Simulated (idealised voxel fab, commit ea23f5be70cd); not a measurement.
The process module presented herein is designated voxel capacitor over wiring.
The cross-section on display is named cut; it measures 270 nm wide, and its cells are 5 nm squares.
A cross-section is a grid of square cells, given in bands from the top down. A band is one or more rows of cells. First you get the band's top height and its bottom height, in nm, and then the materials it's made of, left to right, with each width in nm. If you see a single material with "everywhere", that one covers the band edge to edge. "air" is empty space. Heights are reckoned from 0. Under this level, the received wafer is all of one material. The bottommost band is open-ended downward, for example "from 0 down". A width such as "30..40" changes by the same amount from each row of cells to the next, from the band's top row to its bottom row. A step reported as "all unchanged" is a step in which no cell of the cross-section changed. Entry "Closed void table" = empty spaces >= 8 cells with no open way to the top; each as width x height at distance, distance from left edge, all nm. Past the settings on a step's line: simulator remark, on that step. overlay nm: mask right of planned place by this much (step with mask). Neg. = left. From here on the document is pairs. In a pair, the cross-section before one process step comes with the cross-section after it, and the latter goes no deeper than the lowest band that changed. What lies in between, the step and its settings, is written under the pair. A pair may be from a different run of this module on the same starting wafer than the pair above it, so it continues from that pair only where its entry headed "Prior to processing" says so.

# Prior to processing
* from 90 to 80  85 of air; 75 of aC; 110 of air
* from 80 to 75  85 of air; 75 of TiN; 110 of air
* from 75 to 70  85 of aC; 75 of TiN; 110 of aC
* from 70 to 65  85 of aC; 75 of SiN; 110 of aC
* from 65 to 60  TiN everywhere
* from 60 to 45  85 of SiO2; 15 of Ru; 170 of SiO2
* from 45 to 40  85 of SiCN; 15 of Ru; 170 of SiCN
* from 40 to 35  70 of SiCN; 35 of Ru; 60 of SiCN; 35 of Ru; 70 of SiCN
* from 35 to 30  75 of SiCN; 25 of TiN; 70 of SiCN; 25 of TiN; 75 of SiCN
* from 30 to 0  SiO2 everywhere
* from 0 down  Si everywhere
* Closed void table: none

# After the Step
* from 115 to 90  80 of air; 85 of resist; 105 of air
* from 90 to 80  80 of air; 5 of resist; 75 of aC; 5 of resist; 105 of air
* from 80 to 75  80 of air; 5 of resist; 75 of TiN; 5 of resist; 105 of air
* Note: structure below 75 unchanged.
* Closed void table: none
The step carried out between the cross-section before it and the cross-section after it, both shown above, is PATTERN, tone cover, mask id LOWER_PLATE, material resist, width nm 85, thk nm 25, overlay nm 0

Prior to processing: The pre-step condition corresponds to the post-step cross-section depicted in the pair directly above.

# After the Step
* from 105 to 90  80 of air; 85 of resist; 105 of air
* from 90 to 80  80 of air; 5 of resist; 75 of aC; 5 of resist; 105 of air
* from 80 to 75  80 of air; 5 of resist; 75 of TiN; 5 of resist; 105 of air
* from 75 to 70  80 of air; 5 of aC; 75 of TiN; 5 of aC; 105 of air
* from 70 to 65  80 of air; 5 of aC; 75 of SiN; 5 of aC; 105 of air
* Note: structure below 65 unchanged.
* Closed void table: none
The step carried out between the cross-section before it and the cross-section after it, both shown above, is DIRECTIONAL_ETCH, etch materials aC, depth nm 10

Prior to processing: The pre-step condition corresponds to the post-step cross-section depicted in the pair directly above.

# After the Step
* from 90 to 80  85 of air; 75 of aC; 110 of air
* from 80 to 75  85 of air; 75 of TiN; 110 of air
* Note: structure below 75 unchanged.
* Closed void table: none
The step carried out between the cross-section before it and the cross-section after it, both shown above, is STRIP, etch materials resist

Prior to processing: The pre-step condition corresponds to the post-step cross-section depicted in the pair directly above.

# After the Step
* from 90 to 80  85 of air; 75 of aC; 110 of air
* from 80 to 75  85 of air; 75 of TiN; 110 of air
* from 75 to 70  80 of air; 5 of aC; 75 of TiN; 5 of aC; 105 of air
* from 70 to 65  80 of air; 5 of aC; 75 of SiN; 5 of aC; 105 of air
* from 65 to 60  80 of air; 85 of TiN; 105 of air
* Note: structure below 60 unchanged.
* Closed void table: none
The step carried out between the cross-section before it and the cross-section after it, both shown above, is DIRECTIONAL_ETCH, etch materials TiN, depth nm 5

Prior to processing: The pre-step condition corresponds to the post-step cross-section depicted in the pair directly above.

# After the Step
* from 80 to 70  85 of air; 75 of TiN; 110 of air
* from 70 to 65  85 of air; 75 of SiN; 110 of air
* Note: structure below 65 unchanged.
* Closed void table: none
The step carried out between the cross-section before it and the cross-section after it, both shown above, is STRIP, etch materials aC

Prior to processing: The pre-step condition corresponds to the post-step cross-section depicted in the pair directly above.

# After the Step
* from 100 to 80  SiO2 everywhere
* from 80 to 70  85 of SiO2; 75 of TiN; 110 of SiO2
* from 70 to 65  85 of SiO2; 75 of SiN; 110 of SiO2
* from 65 to 60  80 of SiO2; 85 of TiN; 105 of SiO2
* Note: structure below 60 unchanged.
* Closed void table: none
The step carried out between the cross-section before it and the cross-section after it, both shown above, is FILL_DEP, material SiO2, thk nm 20

Prior to processing: The pre-step condition corresponds to the post-step cross-section depicted in the pair directly above.

# After the Step
* from 95 to 80  SiO2 everywhere
* Note: structure below 80 unchanged.
* Closed void table: none
The step carried out between the cross-section before it and the cross-section after it, both shown above, is CMP, height nm 95

Prior to processing: The pre-step condition corresponds to the post-step cross-section depicted in the pair directly above.

# After the Step
* from 115 to 95  95 of resist; 15 of air; 160 of resist
* Note: structure below 95 unchanged.
* Closed void table: none
The step carried out between the cross-section before it and the cross-section after it, both shown above, is PATTERN, tone open, mask id PLUG_2, material resist, width nm 15, thk nm 20, overlay nm 0

Prior to processing: The pre-step condition corresponds to the post-step cross-section depicted in the pair directly above.

# After the Step
* from 115 to 95  95 of resist; 15 of air; 160 of resist
* from 95 to 80  95 of SiO2; 15 of air; 160 of SiO2
* Note: structure below 80 unchanged.
* Closed void table: none
The step carried out between the cross-section before it and the cross-section after it, both shown above, is DIRECTIONAL_ETCH, etch materials SiO2, depth nm 15

Prior to processing: The pre-step condition corresponds to the post-step cross-section depicted in the pair directly above.

# After the Step
* from 95 to 80  95 of SiO2; 15 of air; 160 of SiO2
* Note: structure below 80 unchanged.
* Closed void table: none
The step carried out between the cross-section before it and the cross-section after it, both shown above, is STRIP, etch materials resist

Prior to processing: The pre-step condition corresponds to the post-step cross-section depicted in the pair directly above.

# After the Step
* from 100 to 95  100 of TiN; 5 of air; 165 of TiN
* from 95 to 85  95 of SiO2; 5 of TiN; 5 of air; 5 of TiN; 160 of SiO2
* from 85 to 80  95 of SiO2; 15 of TiN; 160 of SiO2
* Note: structure below 80 unchanged.
* Closed void table: none
The step carried out between the cross-section before it and the cross-section after it, both shown above, is CONFORMAL_DEP, material TiN, thk nm 5

Prior to processing: The pre-step condition corresponds to the post-step cross-section depicted in the pair directly above.

# After the Step
* from 110 to 100  W everywhere
* from 100 to 95  100 of TiN; 5 of W; 165 of TiN
* from 95 to 85  95 of SiO2; 5 of TiN; 5 of W; 5 of TiN; 160 of SiO2
* Note: structure below 85 unchanged.
* Closed void table: none
The step carried out between the cross-section before it and the cross-section after it, both shown above, is FILL_DEP, material W, thk nm 10

Prior to processing: The pre-step condition corresponds to the post-step cross-section depicted in the pair directly above.

# After the Step
* from 95 to 85  95 of SiO2; 5 of TiN; 5 of W; 5 of TiN; 160 of SiO2
* Note: structure below 85 unchanged.
* Closed void table: none
The step carried out between the cross-section before it and the cross-section after it, both shown above, is CMP, height nm 95

Prior to processing: The pre-step condition corresponds to the post-step cross-section depicted in the pair directly above.

# After the Step
* from 100 to 95  SiCN everywhere
* Note: structure below 95 unchanged.
* Closed void table: none
The step carried out between the cross-section before it and the cross-section after it, both shown above, is CONFORMAL_DEP, material SiCN, thk nm 5

# Prior to processing
* from 0 down  Si everywhere
* Closed void table: none

# After the Step
* from 5 to 0  SiCN everywhere
* Note: structure below 0 unchanged.
* Closed void table: none
The step carried out between the cross-section before it and the cross-section after it, both shown above, is CONFORMAL_DEP, material SiCN, thk nm 5

Prior to processing: The pre-step condition corresponds to the post-step cross-section depicted in the pair directly above.

# After the Step
* from 20 to 5  SiO2 everywhere
* Note: structure below 5 unchanged.
* Closed void table: none
The step carried out between the cross-section before it and the cross-section after it, both shown above, is CONFORMAL_DEP, material SiO2, thk nm 15

Prior to processing: The pre-step condition corresponds to the post-step cross-section depicted in the pair directly above.

# After the Step
* from 35 to 20  lowk everywhere
* Note: structure below 20 unchanged.
* Closed void table: none
The step carried out between the cross-section before it and the cross-section after it, both shown above, is DIRECTIONAL_DEP, material lowk, thk nm 15

Prior to processing: The pre-step condition corresponds to the post-step cross-section depicted in the pair directly above.

# After the Step
* from 50 to 35  75 of resist; 25 of air; 70 of resist; 25 of air; 75 of resist
* Note: structure below 35 unchanged.
* Closed void table: none
The step carried out between the cross-section before it and the cross-section after it, both shown above, is PATTERN, tone open, mask id METAL_1, material resist, width nm 25, pitch nm 95, thk nm 15, overlay nm 0

Prior to processing: The pre-step condition corresponds to the post-step cross-section depicted in the pair directly above.

# After the Step
* from 50 to 35  75 of resist; 25 of air; 70 of resist; 25 of air; 75 of resist
* from 35 to 20  75 of lowk; 25 of air; 70 of lowk; 25 of air; 75 of lowk
* Note: structure below 20 unchanged.
* Closed void table: none
The step carried out between the cross-section before it and the cross-section after it, both shown above, is DIRECTIONAL_ETCH, etch materials lowk, depth nm 15

Prior to processing: The pre-step condition corresponds to the post-step cross-section depicted in the pair directly above.

# After the Step
* from 35 to 20  75 of lowk; 25 of air; 70 of lowk; 25 of air; 75 of lowk
* Note: structure below 20 unchanged.
* Closed void table: none
The step carried out between the cross-section before it and the cross-section after it, both shown above, is STRIP, etch materials resist

Prior to processing: The pre-step condition corresponds to the post-step cross-section depicted in the pair directly above.

# After the Step
* from 40 to 35  80 of TiN; 15 of air; 80 of TiN; 15 of air; 80 of TiN
* from 35 to 25  75 of lowk; 5 of TiN; 15 of air; 5 of TiN; 70 of lowk; 5 of TiN; 15 of air; 5 of TiN; 75 of lowk
* from 25 to 20  75 of lowk; 25 of TiN; 70 of lowk; 25 of TiN; 75 of lowk
* Note: structure below 20 unchanged.
* Closed void table: none
The step carried out between the cross-section before it and the cross-section after it, both shown above, is CONFORMAL_DEP, material TiN, thk nm 5

Prior to processing: The pre-step condition corresponds to the post-step cross-section depicted in the pair directly above.

# After the Step
* from 50 to 40  W everywhere
* from 40 to 35  80 of TiN; 15 of W; 80 of TiN; 15 of W; 80 of TiN
* from 35 to 25  75 of lowk; 5 of TiN; 15 of W; 5 of TiN; 70 of lowk; 5 of TiN; 15 of W; 5 of TiN; 75 of lowk
* Note: structure below 25 unchanged.
* Closed void table: none
The step carried out between the cross-section before it and the cross-section after it, both shown above, is FILL_DEP, material W, thk nm 10

Prior to processing: The pre-step condition corresponds to the post-step cross-section depicted in the pair directly above.

# After the Step
* from 35 to 25  75 of lowk; 5 of TiN; 15 of W; 5 of TiN; 70 of lowk; 5 of TiN; 15 of W; 5 of TiN; 75 of lowk
* Note: structure below 25 unchanged.
* Closed void table: none
The step carried out between the cross-section before it and the cross-section after it, both shown above, is CMP, height nm 35

Prior to processing: The pre-step condition corresponds to the post-step cross-section depicted in the pair directly above.

# After the Step
* from 40 to 35  70 of air; 35 of Ru; 60 of air; 35 of Ru; 70 of air
* Note: structure below 35 unchanged.
* Closed void table: none
The step carried out between the cross-section before it and the cross-section after it, both shown above, is EPI, material Ru, thk nm 5

Prior to processing: The pre-step condition corresponds to the post-step cross-section depicted in the pair directly above.

# After the Step
* from 45 to 40  SiCN everywhere
* from 40 to 35  70 of SiCN; 35 of Ru; 60 of SiCN; 35 of Ru; 70 of SiCN
* Note: structure below 35 unchanged.
* Closed void table: none
The step carried out between the cross-section before it and the cross-section after it, both shown above, is FILL_DEP, material SiCN, thk nm 5

Prior to processing: The pre-step condition corresponds to the post-step cross-section depicted in the pair directly above.

# After the Step
* from 60 to 45  SiO2 everywhere
* Note: structure below 45 unchanged.
* Closed void table: none
The step carried out between the cross-section before it and the cross-section after it, both shown above, is DIRECTIONAL_DEP, material SiO2, thk nm 15

Prior to processing: The pre-step condition corresponds to the post-step cross-section depicted in the pair directly above.

# After the Step
* from 60 to 45  85 of SiO2; 15 of air; 170 of SiO2
* Note: structure below 45 unchanged.
* Closed void table: none
The step carried out between the cross-section before it and the cross-section after it, both shown above, is MASKED_ETCH, tone open, mask id PLUG_1, width nm 15, etch materials SiO2, depth nm 15, overlay nm 0

Prior to processing: The pre-step condition corresponds to the post-step cross-section depicted in the pair directly above.

# After the Step
* from 60 to 45  85 of SiO2; 15 of air; 170 of SiO2
* from 45 to 40  85 of SiCN; 15 of air; 170 of SiCN
* Note: structure below 40 unchanged.
* Closed void table: none
The step carried out between the cross-section before it and the cross-section after it, both shown above, is MASKED_ETCH, tone open, mask id PLUG_1, width nm 15, etch materials SiCN, depth nm 5, overlay nm 0

Prior to processing: The pre-step condition corresponds to the post-step cross-section depicted in the pair directly above.

# After the Step
* from 60 to 50  85 of SiO2; 15 of air; 170 of SiO2
* from 50 to 45  85 of SiO2; 15 of Ru; 170 of SiO2
* from 45 to 40  85 of SiCN; 15 of Ru; 170 of SiCN
* Note: structure below 40 unchanged.
* Closed void table: none
The step carried out between the cross-section before it and the cross-section after it, both shown above, is EPI, material Ru, thk nm 10

Prior to processing: The pre-step condition corresponds to the post-step cross-section depicted in the pair directly above.

# After the Step
* from 60 to 45  85 of SiO2; 15 of Ru; 170 of SiO2
* Note: structure below 45 unchanged.
* Closed void table: none
The step carried out between the cross-section before it and the cross-section after it, both shown above, is EPI, material Ru, thk nm 10

Prior to processing: The pre-step condition corresponds to the post-step cross-section depicted in the pair directly above.

# After the Step
* from 65 to 60  TiN everywhere
* Note: structure below 60 unchanged.
* Closed void table: none
The step carried out between the cross-section before it and the cross-section after it, both shown above, is DIRECTIONAL_DEP, material TiN, thk nm 5

Prior to processing: The pre-step condition corresponds to the post-step cross-section depicted in the pair directly above.

# After the Step
* from 70 to 65  SiN everywhere
* Note: structure below 65 unchanged.
* Closed void table: none
The step carried out between the cross-section before it and the cross-section after it, both shown above, is DIRECTIONAL_DEP, material SiN, thk nm 5

Prior to processing: The pre-step condition corresponds to the post-step cross-section depicted in the pair directly above.

# After the Step
* from 80 to 70  TiN everywhere
* Note: structure below 70 unchanged.
* Closed void table: none
The step carried out between the cross-section before it and the cross-section after it, both shown above, is DIRECTIONAL_DEP, material TiN, thk nm 10

Prior to processing: The pre-step condition corresponds to the post-step cross-section depicted in the pair directly above.

# After the Step
* from 80 to 70  85 of air; 75 of TiN; 110 of air
* Note: structure below 70 unchanged.
* Closed void table: none
The step carried out between the cross-section before it and the cross-section after it, both shown above, is MASKED_ETCH, tone cover, mask id UPPER_PLATE, width nm 75, etch materials TiN, depth nm 10, overlay nm 0

Prior to processing: The pre-step condition corresponds to the post-step cross-section depicted in the pair directly above.

# After the Step
* from 80 to 70  85 of air; 75 of TiN; 110 of air
* from 70 to 65  85 of air; 75 of SiN; 110 of air
* Note: structure below 65 unchanged.
* Closed void table: none
The step carried out between the cross-section before it and the cross-section after it, both shown above, is MASKED_ETCH, tone cover, mask id UPPER_PLATE, width nm 75, etch materials SiN, depth nm 5, overlay nm 0

Prior to processing: The pre-step condition corresponds to the post-step cross-section depicted in the pair directly above.

# After the Step
* from 90 to 80  85 of air; 75 of aC; 110 of air
* from 80 to 75  85 of air; 75 of TiN; 110 of air
* from 75 to 70  85 of aC; 75 of TiN; 110 of aC
* from 70 to 65  85 of aC; 75 of SiN; 110 of aC
* Note: structure below 65 unchanged.
* Closed void table: none
The step carried out between the cross-section before it and the cross-section after it, both shown above, is DIRECTIONAL_DEP, material aC, thk nm 10

Prior to processing: The pre-step condition corresponds to the post-step cross-section depicted in the pair directly above.

# After the Step
* from 115 to 90  80 of air; 85 of resist; 105 of air
* from 90 to 80  80 of air; 5 of resist; 75 of aC; 5 of resist; 105 of air
* from 80 to 75  80 of air; 5 of resist; 75 of TiN; 5 of resist; 105 of air
* Note: structure below 75 unchanged.
* Closed void table: none
The step carried out between the cross-section before it and the cross-section after it, both shown above, is PATTERN, tone cover, mask id LOWER_PLATE, material resist, width nm 85, thk nm 25, overlay nm 0

Prior to processing: The pre-step condition corresponds to the post-step cross-section depicted in the pair directly above.

# After the Step
* from 105 to 90  80 of air; 85 of resist; 105 of air
* from 90 to 80  80 of air; 5 of resist; 75 of aC; 5 of resist; 105 of air
* from 80 to 75  80 of air; 5 of resist; 75 of TiN; 5 of resist; 105 of air
* from 75 to 70  80 of air; 5 of aC; 75 of TiN; 5 of aC; 105 of air
* from 70 to 65  80 of air; 5 of aC; 75 of SiN; 5 of aC; 105 of air
* Note: structure below 65 unchanged.
* Closed void table: none
The step carried out between the cross-section before it and the cross-section after it, both shown above, is DIRECTIONAL_ETCH, etch materials aC, depth nm 10

Prior to processing: The pre-step condition corresponds to the post-step cross-section depicted in the pair directly above.

# After the Step
* from 90 to 80  85 of air; 75 of aC; 110 of air
* from 80 to 75  85 of air; 75 of TiN; 110 of air
* Note: structure below 75 unchanged.
* Closed void table: none
The step carried out between the cross-section before it and the cross-section after it, both shown above, is STRIP, etch materials resist

Prior to processing: The pre-step condition corresponds to the post-step cross-section depicted in the pair directly above.

# After the Step
* from 90 to 80  85 of air; 75 of aC; 110 of air
* from 80 to 75  85 of air; 75 of TiN; 110 of air
* from 75 to 70  80 of air; 5 of aC; 75 of TiN; 5 of aC; 105 of air
* from 70 to 65  80 of air; 5 of aC; 75 of SiN; 5 of aC; 105 of air
* from 65 to 60  80 of air; 85 of TiN; 105 of air
* Note: structure below 60 unchanged.
* Closed void table: none
The step carried out between the cross-section before it and the cross-section after it, both shown above, is DIRECTIONAL_ETCH, etch materials TiN, depth nm 5

Prior to processing: The pre-step condition corresponds to the post-step cross-section depicted in the pair directly above.

# After the Step
* from 80 to 70  85 of air; 75 of TiN; 110 of air
* from 70 to 65  85 of air; 75 of SiN; 110 of air
* Note: structure below 65 unchanged.
* Closed void table: none
The step carried out between the cross-section before it and the cross-section after it, both shown above, is STRIP, etch materials aC

Prior to processing: The pre-step condition corresponds to the post-step cross-section depicted in the pair directly above.

# After the Step
* from 100 to 80  SiO2 everywhere
* from 80 to 70  85 of SiO2; 75 of TiN; 110 of SiO2
* from 70 to 65  85 of SiO2; 75 of SiN; 110 of SiO2
* from 65 to 60  80 of SiO2; 85 of TiN; 105 of SiO2
* Note: structure below 60 unchanged.
* Closed void table: none
The step carried out between the cross-section before it and the cross-section after it, both shown above, is FILL_DEP, material SiO2, thk nm 20

Prior to processing: The pre-step condition corresponds to the post-step cross-section depicted in the pair directly above.

# After the Step
* from 95 to 80  SiO2 everywhere
* Note: structure below 80 unchanged.
* Closed void table: none
The step carried out between the cross-section before it and the cross-section after it, both shown above, is CMP, height nm 95

Prior to processing: The pre-step condition corresponds to the post-step cross-section depicted in the pair directly above.

# After the Step
* from 115 to 95  95 of resist; 15 of air; 160 of resist
* Note: structure below 95 unchanged.
* Closed void table: none
The step carried out between the cross-section before it and the cross-section after it, both shown above, is PATTERN, tone open, mask id PLUG_2, material resist, width nm 15, thk nm 20, overlay nm 0

Prior to processing: The pre-step condition corresponds to the post-step cross-section depicted in the pair directly above.

# After the Step
* from 115 to 95  95 of resist; 15 of air; 160 of resist
* from 95 to 80  95 of SiO2; 15 of air; 160 of SiO2
* Note: structure below 80 unchanged.
* Closed void table: none
The step carried out between the cross-section before it and the cross-section after it, both shown above, is DIRECTIONAL_ETCH, etch materials SiO2, depth nm 15

Prior to processing: The pre-step condition corresponds to the post-step cross-section depicted in the pair directly above.

# After the Step
* from 95 to 80  95 of SiO2; 15 of air; 160 of SiO2
* Note: structure below 80 unchanged.
* Closed void table: none
The step carried out between the cross-section before it and the cross-section after it, both shown above, is STRIP, etch materials resist

Prior to processing: The pre-step condition corresponds to the post-step cross-section depicted in the pair directly above.

# After the Step
* from 100 to 95  100 of TiN; 5 of air; 165 of TiN
* from 95 to 85  95 of SiO2; 5 of TiN; 5 of air; 5 of TiN; 160 of SiO2
* from 85 to 80  95 of SiO2; 15 of TiN; 160 of SiO2
* Note: structure below 80 unchanged.
* Closed void table: none
The step carried out between the cross-section before it and the cross-section after it, both shown above, is CONFORMAL_DEP, material TiN, thk nm 5

Prior to processing: The pre-step condition corresponds to the post-step cross-section depicted in the pair directly above.

# After the Step
* from 110 to 100  W everywhere
* from 100 to 95  100 of TiN; 5 of W; 165 of TiN
* from 95 to 85  95 of SiO2; 5 of TiN; 5 of W; 5 of TiN; 160 of SiO2
* Note: structure below 85 unchanged.
* Closed void table: none
The step carried out between the cross-section before it and the cross-section after it, both shown above, is FILL_DEP, material W, thk nm 10

Prior to processing: The pre-step condition corresponds to the post-step cross-section depicted in the pair directly above.

# After the Step
* from 95 to 85  95 of SiO2; 5 of TiN; 5 of W; 5 of TiN; 160 of SiO2
* Note: structure below 85 unchanged.
* Closed void table: none
The step carried out between the cross-section before it and the cross-section after it, both shown above, is CMP, height nm 95

Prior to processing: The pre-step condition corresponds to the post-step cross-section depicted in the pair directly above.

# After the Step
* from 100 to 95  SiCN everywhere
* Note: structure below 95 unchanged.
* Closed void table: none
The step carried out between the cross-section before it and the cross-section after it, both shown above, is CONFORMAL_DEP, material SiCN, thk nm 5

# Prior to processing
* from 110 to 100  W everywhere
* from 100 to 95  100 of TiN; 5 of W; 165 of TiN
* from 95 to 85  95 of SiO2; 5 of TiN; 5 of W; 5 of TiN; 160 of SiO2
* from 85 to 80  95 of SiO2; 15 of TiN; 160 of SiO2
* from 80 to 70  85 of SiO2; 75 of TiN; 110 of SiO2
* from 70 to 65  85 of SiO2; 75 of SiN; 110 of SiO2
* from 65 to 60  80 of SiO2; 85 of TiN; 105 of SiO2
* from 60 to 45  85 of SiO2; 15 of Ru; 170 of SiO2
* from 45 to 40  85 of SiCN; 15 of Ru; 170 of SiCN
* from 40 to 35  70 of SiCN; 35 of Ru; 60 of SiCN; 35 of Ru; 70 of SiCN
* from 35 to 20  75 of lowk; 5 of TiN; 15 of W; 5 of TiN; 70 of lowk; 5 of TiN; 15 of W; 5 of TiN; 75 of lowk
* from 20 to 15  75 of SiCN; 25 of TiN; 70 of SiCN; 25 of TiN; 75 of SiCN
* from 15 to 0  SiO2 everywhere
* from 0 down  Si everywhere
* Closed void table: none

# After the Step
* from 105 to 100  W everywhere
* Note: structure below 100 unchanged.
* Closed void table: none
The step carried out between the cross-section before it and the cross-section after it, both shown above, is CMP, height nm 105

Prior to processing: The pre-step condition corresponds to the post-step cross-section depicted in the pair directly above.

# After the Step
* from 110 to 105  SiCN everywhere
* Note: structure below 105 unchanged.
* Closed void table: none
The step carried out between the cross-section before it and the cross-section after it, both shown above, is CONFORMAL_DEP, material SiCN, thk nm 5

# Prior to processing
* from 35 to 20  lowk everywhere
* from 20 to 15  SiCN everywhere
* from 15 to 0  SiO2 everywhere
* from 0 down  Si everywhere
* Closed void table: none

# After the Step
* from 50 to 35  75 of resist; 30 of air; 65 of resist; 30 of air; 70 of resist
* Note: structure below 35 unchanged.
* Closed void table: none
The step carried out between the cross-section before it and the cross-section after it, both shown above, is PATTERN, tone open, mask id METAL_1, material resist, width nm 30, pitch nm 95, thk nm 15, overlay nm 0

Prior to processing: The pre-step condition corresponds to the post-step cross-section depicted in the pair directly above.

# After the Step
* from 50 to 35  75 of resist; 30 of air; 65 of resist; 30 of air; 70 of resist
* from 35 to 20  75 of lowk; 30 of air; 65 of lowk; 30 of air; 70 of lowk
* Note: structure below 20 unchanged.
* Closed void table: none
The step carried out between the cross-section before it and the cross-section after it, both shown above, is DIRECTIONAL_ETCH, etch materials lowk, depth nm 15

Prior to processing: The pre-step condition corresponds to the post-step cross-section depicted in the pair directly above.

# After the Step
* from 50 to 35  75 of resist; 30 of air; 65 of resist; 30 of air; 70 of resist
* from 35 to 20  75 of lowk; 30 of air; 65 of lowk; 30 of air; 70 of lowk
* from 20 to 15  75 of SiCN; 30 of air; 65 of SiCN; 30 of air; 70 of SiCN
* Note: structure below 15 unchanged.
* Closed void table: none
The step carried out between the cross-section before it and the cross-section after it, both shown above, is DIRECTIONAL_ETCH, etch materials SiCN, depth nm 5

Prior to processing: The pre-step condition corresponds to the post-step cross-section depicted in the pair directly above.

# After the Step
* from 35 to 20  75 of lowk; 30 of air; 65 of lowk; 30 of air; 70 of lowk
* Note: structure below 20 unchanged.
* Closed void table: none
The step carried out between the cross-section before it and the cross-section after it, both shown above, is STRIP, etch materials resist

Prior to processing: The pre-step condition corresponds to the post-step cross-section depicted in the pair directly above.

# After the Step
* from 40 to 35  80 of TiN; 20 of air; 75 of TiN; 20 of air; 75 of TiN
* from 35 to 20  75 of lowk; 5 of TiN; 20 of air; 5 of TiN; 65 of lowk; 5 of TiN; 20 of air; 5 of TiN; 70 of lowk
* from 20 to 15  75 of SiCN; 30 of TiN; 65 of SiCN; 30 of TiN; 70 of SiCN
* Note: structure below 15 unchanged.
* Closed void table: none
The step carried out between the cross-section before it and the cross-section after it, both shown above, is CONFORMAL_DEP, material TiN, thk nm 5

Prior to processing: The pre-step condition corresponds to the post-step cross-section depicted in the pair directly above.

# After the Step
* from 50 to 40  W everywhere
* from 40 to 35  80 of TiN; 20 of W; 75 of TiN; 20 of W; 75 of TiN
* from 35 to 20  75 of lowk; 5 of TiN; 20 of W; 5 of TiN; 65 of lowk; 5 of TiN; 20 of W; 5 of TiN; 70 of lowk
* Note: structure below 20 unchanged.
* Closed void table: none
The step carried out between the cross-section before it and the cross-section after it, both shown above, is FILL_DEP, material W, thk nm 10

Prior to processing: The pre-step condition corresponds to the post-step cross-section depicted in the pair directly above.

# After the Step
* from 35 to 20  75 of lowk; 5 of TiN; 20 of W; 5 of TiN; 65 of lowk; 5 of TiN; 20 of W; 5 of TiN; 70 of lowk
* Note: structure below 20 unchanged.
* Closed void table: none
The step carried out between the cross-section before it and the cross-section after it, both shown above, is CMP, height nm 35

Prior to processing: The pre-step condition corresponds to the post-step cross-section depicted in the pair directly above.

# After the Step
* from 40 to 35  70 of air; 40 of Ru; 55 of air; 40 of Ru; 65 of air
* Note: structure below 35 unchanged.
* Closed void table: none
The step carried out between the cross-section before it and the cross-section after it, both shown above, is EPI, material Ru, thk nm 5

Prior to processing: The pre-step condition corresponds to the post-step cross-section depicted in the pair directly above.

# After the Step
* from 45 to 40  SiCN everywhere
* from 40 to 35  70 of SiCN; 40 of Ru; 55 of SiCN; 40 of Ru; 65 of SiCN
* Note: structure below 35 unchanged.
* Closed void table: none
The step carried out between the cross-section before it and the cross-section after it, both shown above, is FILL_DEP, material SiCN, thk nm 5

Prior to processing: The pre-step condition corresponds to the post-step cross-section depicted in the pair directly above.

# After the Step
* from 60 to 45  SiO2 everywhere
* Note: structure below 45 unchanged.
* Closed void table: none
The step carried out between the cross-section before it and the cross-section after it, both shown above, is DIRECTIONAL_DEP, material SiO2, thk nm 15

Prior to processing: The pre-step condition corresponds to the post-step cross-section depicted in the pair directly above.

# After the Step
* from 60 to 45  85 of SiO2; 15 of air; 170 of SiO2
* Note: structure below 45 unchanged.
* Closed void table: none
The step carried out between the cross-section before it and the cross-section after it, both shown above, is MASKED_ETCH, tone open, mask id PLUG_1, width nm 15, etch materials SiO2, depth nm 15, overlay nm 0

Prior to processing: The pre-step condition corresponds to the post-step cross-section depicted in the pair directly above.

# After the Step
* from 60 to 45  85 of SiO2; 15 of air; 170 of SiO2
* from 45 to 40  85 of SiCN; 15 of air; 170 of SiCN
* Note: structure below 40 unchanged.
* Closed void table: none
The step carried out between the cross-section before it and the cross-section after it, both shown above, is MASKED_ETCH, tone open, mask id PLUG_1, width nm 15, etch materials SiCN, depth nm 5, overlay nm 0

Prior to processing: The pre-step condition corresponds to the post-step cross-section depicted in the pair directly above.

# After the Step
* from 60 to 50  85 of SiO2; 15 of air; 170 of SiO2
* from 50 to 45  85 of SiO2; 15 of Ru; 170 of SiO2
* from 45 to 40  85 of SiCN; 15 of Ru; 170 of SiCN
* Note: structure below 40 unchanged.
* Closed void table: none
The step carried out between the cross-section before it and the cross-section after it, both shown above, is EPI, material Ru, thk nm 10

Prior to processing: The pre-step condition corresponds to the post-step cross-section depicted in the pair directly above.

# After the Step
* from 60 to 45  85 of SiO2; 15 of Ru; 170 of SiO2
* Note: structure below 45 unchanged.
* Closed void table: none
The step carried out between the cross-section before it and the cross-section after it, both shown above, is EPI, material Ru, thk nm 10

Prior to processing: The pre-step condition corresponds to the post-step cross-section depicted in the pair directly above.

# After the Step
* from 65 to 60  TiN everywhere
* Note: structure below 60 unchanged.
* Closed void table: none
The step carried out between the cross-section before it and the cross-section after it, both shown above, is DIRECTIONAL_DEP, material TiN, thk nm 5

Prior to processing: The pre-step condition corresponds to the post-step cross-section depicted in the pair directly above.

# After the Step
* from 70 to 65  SiN everywhere
* Note: structure below 65 unchanged.
* Closed void table: none
The step carried out between the cross-section before it and the cross-section after it, both shown above, is DIRECTIONAL_DEP, material SiN, thk nm 5

Prior to processing: The pre-step condition corresponds to the post-step cross-section depicted in the pair directly above.

# After the Step
* from 80 to 70  TiN everywhere
* Note: structure below 70 unchanged.
* Closed void table: none
The step carried out between the cross-section before it and the cross-section after it, both shown above, is DIRECTIONAL_DEP, material TiN, thk nm 10

Prior to processing: The pre-step condition corresponds to the post-step cross-section depicted in the pair directly above.

# After the Step
* from 80 to 70  85 of air; 75 of TiN; 110 of air
* Note: structure below 70 unchanged.
* Closed void table: none
The step carried out between the cross-section before it and the cross-section after it, both shown above, is MASKED_ETCH, tone cover, mask id UPPER_PLATE, width nm 75, etch materials TiN, depth nm 10, overlay nm 0

Prior to processing: The pre-step condition corresponds to the post-step cross-section depicted in the pair directly above.

# After the Step
* from 80 to 70  85 of air; 75 of TiN; 110 of air
* from 70 to 65  85 of air; 75 of SiN; 110 of air
* Note: structure below 65 unchanged.
* Closed void table: none
The step carried out between the cross-section before it and the cross-section after it, both shown above, is MASKED_ETCH, tone cover, mask id UPPER_PLATE, width nm 75, etch materials SiN, depth nm 5, overlay nm 0

Prior to processing: The pre-step condition corresponds to the post-step cross-section depicted in the pair directly above.

# After the Step
* from 90 to 80  85 of air; 75 of aC; 110 of air
* from 80 to 75  85 of air; 75 of TiN; 110 of air
* from 75 to 70  85 of aC; 75 of TiN; 110 of aC
* from 70 to 65  85 of aC; 75 of SiN; 110 of aC
* Note: structure below 65 unchanged.
* Closed void table: none
The step carried out between the cross-section before it and the cross-section after it, both shown above, is DIRECTIONAL_DEP, material aC, thk nm 10
